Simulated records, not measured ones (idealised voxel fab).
process module | voxel gate over fins
cross-section cut | 300 nm wide | cells 5 nm
A cross-section is a grid of square cells, given in bands from the top down. A band is one or more rows of cells.
Each band's line starts with the height of the band's top and of its bottom, in nm. Then come its materials from left to right, each with its width in nm. One material with "throughout" fills the band from edge to edge. "air" is empty space.
Height 0 is the level under which the wafer as received is all one material. The lowest band goes on downwards, as in "0 down".
A width such as "30 to 40" changes by the same amount from each row of cells to the next, from the band's top row to its bottom row.
"no change" after a step means that no cell of the cross-section changed.
closed voids: empty space of 8 cells or more with no open way to the top, each as width x height at its distance from the left edge, in nm
after a step's settings: what the simulator itself notes on the step
overlay nm, on a step with a mask: how far to the right of its planned place the mask lay; to the left if negative
plan
1 op RECEIVE | material Si
2 op CONFORMAL_DEP | material SiN | thk nm 5
3 op MASKED_ETCH | tone cover | mask id FINS | width nm 15 | pitch nm 40 | etch materials SiN | depth nm 5 | overlay nm 0
4 op MASKED_ETCH | tone cover | mask id FINS | width nm 15 | pitch nm 40 | etch materials Si | depth nm 40 | overlay nm -15
5 op OXIDIZE | depth nm 5
6 op FILL_DEP | material SiO2 | thk nm 15
7 op CMP | height nm 5
8 op SELECTIVE_ETCH | etch materials SiO2 | depth nm 20
9 op STRIP | etch materials SiN
10 op CONFORMAL_DEP | material HfO2 | thk nm 5
11 op CONFORMAL_DEP | material TiN | thk nm 5
12 op FILL_DEP | material W | thk nm 15
13 op CMP | height nm 20
14 op CONFORMAL_DEP | material SiN | thk nm 5
varied across the wafers: overlay nm of step 4. The plan shows the first wafer's value. All wafers start alike
first wafer as received, after step 1
  0 down: Si throughout
  closed voids: none
each wafer at the end: cells of each material gained (+) or lost (-) since it was received, then its closed voids
overlay nm -15 | +78 HfO2 | -441 Si | +60 SiN | +288 SiO2 | +78 TiN | +237 W | closed voids: none
overlay nm -10 | +78 HfO2 | -465 Si | +60 SiN | +306 SiO2 | +78 TiN | +243 W | closed voids: none
overlay nm -5 | +78 HfO2 | -489 Si | +60 SiN | +324 SiO2 | +78 TiN | +249 W | closed voids: none
overlay nm 0 | +78 HfO2 | -513 Si | +60 SiN | +342 SiO2 | +78 TiN | +255 W | closed voids: none
overlay nm 5 | +78 HfO2 | -489 Si | +60 SiN | +324 SiO2 | +78 TiN | +249 W | closed voids: none
overlay nm 10 | +78 HfO2 | -465 Si | +60 SiN | +306 SiO2 | +78 TiN | +243 W | closed voids: none
overlay nm 15 | +78 HfO2 | -441 Si | +60 SiN | +288 SiO2 | +78 TiN | +237 W | closed voids: none
